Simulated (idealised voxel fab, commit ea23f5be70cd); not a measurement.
process module | voxel lift off
cross-section cut | 170 nm wide | cells 5 nm
A cross-section is a grid of square cells, given in bands from the top down. A band is one or more rows of cells.
Each band's line starts with the height of the band's top and of its bottom, in nm. Then come its materials from left to right, each with its width in nm. One material with "throughout" fills the band from edge to edge. "air" is empty space.
Height 0 is the level under which the wafer as received is all one material. The lowest band goes on downwards, as in "0 down".
A width such as "30 to 40" changes by the same amount from each row of cells to the next, from the band's top row to its bottom row.
"no change" after a step means that no cell of the cross-section changed.
closed voids: empty space of 8 cells or more with no open way to the top, each as width x height at its distance from the left edge, in nm
after a step's settings: what the simulator itself notes on the step
overlay nm, on a step with a mask: how far to the right of its planned place the mask lay; to the left if negative
plan
1 op RECEIVE | material Si
2 op CONFORMAL_DEP | material SiO2 | thk nm 15
3 op PATTERN | tone open | mask id LINES | material resist | width nm 25 | pitch nm 55 | thk nm 15 | overlay nm 0
4 op DIRECTIONAL_DEP | material Ru | thk nm 5
5 op STRIP | etch materials resist
6 op CONFORMAL_DEP | material SiO2 | thk nm 5
as received, after step 1
  0 down: Si throughout
  closed voids: none
a wafer at the end: this start, this plan, one mistake
  25 to 20: air 15 | SiO2 35 | air 20 | SiO2 35 | air 20 | SiO2 35 | air 10
  20 to 15: SiO2 20 | Ru 25 | SiO2 30 | Ru 25 | SiO2 30 | Ru 25 | SiO2 15
  15 to 0: SiO2 throughout
  0 down: Si throughout
  closed voids: none
what went wrong: step 3 ran as: op PATTERN | tone open | mask id LINES | material resist | width nm 25 | pitch nm 55 | thk nm 15 | overlay nm 5
